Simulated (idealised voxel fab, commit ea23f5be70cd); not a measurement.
Proc. module: voxel tone inversion
Each square cell in cross-section cut measures 5 nm, and the section as a whole is 275 nm wide.
In this document a cross-section is written as a grid of square cells. It is given as a series of bands, listed from the top down, and a band is one or more rows of cells.
Basically the band line says how high the top is and how high the bottom is, in nm, and then what's in it from left to right, every material with its width in nm. Empty space shows up as "air", and if a single material carries "everywhere" it runs the full band edge to edge.
Convention: height 0 is the level below which the wafer, as received, is all one material. The lowest band does not terminate at the bottom but continues downward, represented as "0 nm and below".
Per-row width for "30->40": begins at first number (top row of band), ends at second number (bottom row), increment between rows held constant.
Step note "remained the same" = no cross-section cell changed.
Enclosed void list: empty space of 8 cells or more with no open way to the top, each as width x height at its distance from the left edge, in nm
Anything after a step's settings on that line? It's the simulator's own note about the step.
If you see "overlay nm" on a step's line and that step has a mask, it's telling you how far right of where it was planned the mask ended up; a negative number means it went left instead.
# So here's the lineup of process steps we planned
1. op RECEIVE | material Si
2. op CONFORMAL_DEP | material SiN | thk nm 10
3. op DIRECTIONAL_DEP | material polySi | thk nm 20
4. op PATTERN | tone cover | mask id POSTS | material resist | width nm 25 | pitch nm 40 | thk nm 30 | overlay nm 0
5. op DIRECTIONAL_ETCH | etch materials polySi | depth nm 20
6. op STRIP | etch materials resist
7. op FILL_DEP | material lowk | thk nm 5
8. op CMP | height nm 30
9. op STRIP | etch materials polySi
# First out of two wafers; run went to plan
# Delivered wafer in cross-section: state after step 1
    0 nm and below = Si everywhere
    Enclosed void list: none
# Cross-section through the wafer, step 2 finished
    10 nm to 0 nm = SiN everywhere
    Everything under 0 stays put, no change at all.
# Cross-section through the wafer, step 3 finished
    30 nm to 10 nm = polySi everywhere
    Everything under 10 stays put, no change at all.
# Cross-section through the wafer, step 4 finished
    60 nm to 30 nm = 85 of air  25 of resist  15 of air  25 of resist  15 of air  25 of resist  85 of air
    Everything under 30 stays put, no change at all.
# Cross-section through the wafer, step 5 finished
    60 nm to 30 nm = 85 of air  25 of resist  15 of air  25 of resist  15 of air  25 of resist  85 of air
    30 nm to 10 nm = 85 of air  25 of polySi  15 of air  25 of polySi  15 of air  25 of polySi  85 of air
    Everything under 10 stays put, no change at all.
# Cross-section through the wafer, step 6 finished
    30 nm to 10 nm = 85 of air  25 of polySi  15 of air  25 of polySi  15 of air  25 of polySi  85 of air
    Everything under 10 stays put, no change at all.
# Cross-section through the wafer, step 7 finished
    35 nm to 30 nm = lowk everywhere
    30 nm to 10 nm = 85 of lowk  25 of polySi  15 of lowk  25 of polySi  15 of lowk  25 of polySi  85 of lowk
    Everything under 10 stays put, no change at all.
# Cross-section through the wafer, step 8 finished
    30 nm to 10 nm = 85 of lowk  25 of polySi  15 of lowk  25 of polySi  15 of lowk  25 of polySi  85 of lowk
    Everything under 10 stays put, no change at all.
# Cross-section through the wafer, step 9 finished
    30 nm to 10 nm = 85 of lowk  25 of air  15 of lowk  25 of air  15 of lowk  25 of air  85 of lowk
    Everything under 10 stays put, no change at all.
# Wafer two: like wafer one in start and plan, but with one mistake in execution; identical up to and including step 3
# when step 4 should have ended
    60 nm to 30 nm = 95 of air  25 of resist  15 of air  25 of resist  15 of air  25 of resist  75 of air
    Everything under 30 stays put, no change at all.
# when step 5 should have ended
    60 nm to 30 nm = 95 of air  25 of resist  15 of air  25 of resist  15 of air  25 of resist  75 of air
    30 nm to 10 nm = 95 of air  25 of polySi  15 of air  25 of polySi  15 of air  25 of polySi  75 of air
    Everything under 10 stays put, no change at all.
# when step 6 should have ended
    30 nm to 10 nm = 95 of air  25 of polySi  15 of air  25 of polySi  15 of air  25 of polySi  75 of air
    Everything under 10 stays put, no change at all.
# when step 7 should have ended
    35 nm to 30 nm = lowk everywhere
    30 nm to 10 nm = 95 of lowk  25 of polySi  15 of lowk  25 of polySi  15 of lowk  25 of polySi  75 of lowk
    Everything under 10 stays put, no change at all.
# when step 8 should have ended
    30 nm to 10 nm = 95 of lowk  25 of polySi  15 of lowk  25 of polySi  15 of lowk  25 of polySi  75 of lowk
    Everything under 10 stays put, no change at all.
# when step 9 should have ended
    30 nm to 10 nm = 95 of lowk  25 of air  15 of lowk  25 of air  15 of lowk  25 of air  75 of lowk
    Everything under 10 stays put, no change at all.
Diagnosis: step 4 ran differently from the plan; actual operation with settings: op PATTERN | tone cover | mask id POSTS | material resist | width nm 25 | pitch nm 40 | thk nm 30 | overlay nm 10
When the process is done, the second wafer contains the same cell count of every material as the first wafer, but distributed over other locations.
